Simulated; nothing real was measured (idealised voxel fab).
Process module heading - voxel transistor to metal
Cross-section cut: width 215 nm, square cells of 5 nm.
In what follows, cross-sections appear as grids of square cells, described through bands that run from the top down, where every band is one or more rows of cells. For a band, the entry starts with two heights in nm, that of the top and then that of the bottom, and carries on with the band's materials in order from left to right, each alongside its width in nm; the word "throughout" beside a single material means it fills the band edge to edge, and "blank" means empty space. The reference from which all heights are counted is 0, the level beneath which the as-received wafer is entirely one material; the lowest band, having no lower bound, proceeds downward and is written after the example "0 -> down". When a width is written as two numbers, as in "30 to 40", the first number is the width in the top row of cells of the band and the second is the width in its bottom row, and the width changes by the same amount from each row to the next. "remained unchanged" -> step changed no cross-section cell. The entry "Closed void catalog" lists the empty spaces that cover at least 8 cells and have no open path to the top. Each is written as width x height at distance, where the distance is measured from the left edge and all three values are in nm. If you see something after the settings on a step's line, that's the simulator's own remark about that step. Among the settings permitted on a step's line is "overlay nm"; applied to a step with a mask, it specifies the extent to which the mask lay to the right of its planned position, whereas a negative figure signifies a position to the left.
### Planned process steps
step 1: RECEIVE [material Si]
step 2: OXIDIZE [depth nm 5]
step 3: CONFORMAL_DEP [material SiN] [thk nm 10]
step 4: DIRECTIONAL_DEP [material aC] [thk nm 10]
step 5: PATTERN [tone cover] [mask id ACTIVE] [material resist] [width nm 120] [thk nm 25] [overlay nm 0]
step 6: DIRECTIONAL_ETCH [etch materials aC] [depth nm 10]
step 7: STRIP [etch materials resist]
step 8: DIRECTIONAL_ETCH [etch materials SiN] [depth nm 10]
step 9: DIRECTIONAL_ETCH [etch materials SiO2] [depth nm 5]
step 10: DIRECTIONAL_ETCH [etch materials Si] [depth nm 25]
step 11: STRIP [etch materials aC]
step 12: FILL_DEP [material SiO2] [thk nm 15]
step 13: CMP [height nm 10]
step 14: SELECTIVE_ETCH [etch materials SiO2] [depth nm 5]
step 15: STRIP [etch materials SiN]
step 16: SELECTIVE_ETCH [etch materials SiO2] [depth nm 5]
step 17: OXIDIZE [depth nm 5]
step 18: DIRECTIONAL_DEP [material polySi] [thk nm 20]
step 19: DIRECTIONAL_DEP [material SiCN] [thk nm 10]
step 20: MASKED_ETCH [tone cover] [mask id GATE] [width nm 30] [etch materials SiCN] [depth nm 20] [overlay nm 0]
step 21: MASKED_ETCH [tone cover] [mask id GATE] [width nm 30] [etch materials polySi] [depth nm 30] [overlay nm 0]
step 22: CONFORMAL_DEP [material SiO2] [thk nm 5]
step 23: DIRECTIONAL_ETCH [etch materials SiO2] [depth nm 5]
step 24: CONFORMAL_DEP [material SiN] [thk nm 5]
step 25: DIRECTIONAL_ETCH [etch materials SiN] [depth nm 5]
step 26: DIRECTIONAL_ETCH [etch materials SiO2] [depth nm 5]
step 27: EPI [material pSi] [thk nm 5]
step 28: FILL_DEP [material SiO2] [thk nm 10]
step 29: CMP [height nm 15]
step 30: STRIP [etch materials polySi]
step 31: SELECTIVE_ETCH [etch materials SiO2] [depth nm 5]
step 32: CONFORMAL_DEP [material HfO2] [thk nm 5]
step 33: CONFORMAL_DEP [material TiN] [thk nm 5]
step 34: FILL_DEP [material W] [thk nm 10]
step 35: CMP [height nm 10]
step 36: DIRECTIONAL_DEP [material SiO2] [thk nm 15]
step 37: MASKED_ETCH [tone open] [mask id CONTACT] [width nm 20] [pitch nm 90] [etch materials SiO2] [depth nm 30] [overlay nm -15]
step 38: CONFORMAL_DEP [material TiN] [thk nm 5]
step 39: FILL_DEP [material W] [thk nm 10]
step 40: CMP [height nm 25]
step 41: CONFORMAL_DEP [material SiN] [thk nm 5]
step 42: DIRECTIONAL_DEP [material SiO2] [thk nm 20]
step 43: MASKED_ETCH [tone open] [mask id METAL_1] [width nm 20] [pitch nm 90] [etch materials SiO2] [depth nm 20] [overlay nm 0]
step 44: MASKED_ETCH [tone open] [mask id METAL_1] [width nm 20] [pitch nm 90] [etch materials SiN] [depth nm 5] [overlay nm 0]
step 45: CONFORMAL_DEP [material TiN] [thk nm 5]
step 46: FILL_DEP [material Ru] [thk nm 5]
step 47: CMP [height nm 50]
step 48: CONFORMAL_DEP [material SiCN] [thk nm 5]
Keep in mind the plan's value for the overlay nm of step 37 comes from the first wafer; the wafers don't share that setting, but they do share the same starting point.
### First of several wafers (as received, post step 1), cross-sectional view
    0 -> down | Si throughout
    Closed void catalog: none
### Below: a row per wafer. Contents at end of module: for every material, cells gained since receipt (+) or lost since receipt (-); then closed voids
overlay nm -15, +14 HfO2, +16 Ru, -162 Si, +43 SiCN, +43 SiN, +421 SiO2, +63 TiN, +23 W, +12 pSi, Closed void catalog: none
overlay nm -10, +14 HfO2, +16 Ru, -162 Si, +43 SiCN, +43 SiN, +418 SiO2, +63 TiN, +26 W, +12 pSi, Closed void catalog: none
overlay nm -5, +14 HfO2, +16 Ru, -162 Si, +43 SiCN, +43 SiN, +418 SiO2, +62 TiN, +27 W, +12 pSi, Closed void catalog: none
overlay nm 0, +14 HfO2, +16 Ru, -162 Si, +43 SiCN, +43 SiN, +417 SiO2, +62 TiN, +28 W, +12 pSi, Closed void catalog: none
overlay nm 5, +14 HfO2, +16 Ru, -162 Si, +43 SiCN, +43 SiN, +418 SiO2, +62 TiN, +27 W, +12 pSi, Closed void catalog: none
overlay nm 10, +14 HfO2, +16 Ru, -162 Si, +43 SiCN, +43 SiN, +418 SiO2, +63 TiN, +26 W, +12 pSi, Closed void catalog: none
overlay nm 15, +14 HfO2, +16 Ru, -162 Si, +43 SiCN, +43 SiN, +421 SiO2, +63 TiN, +23 W, +12 pSi, Closed void catalog: none
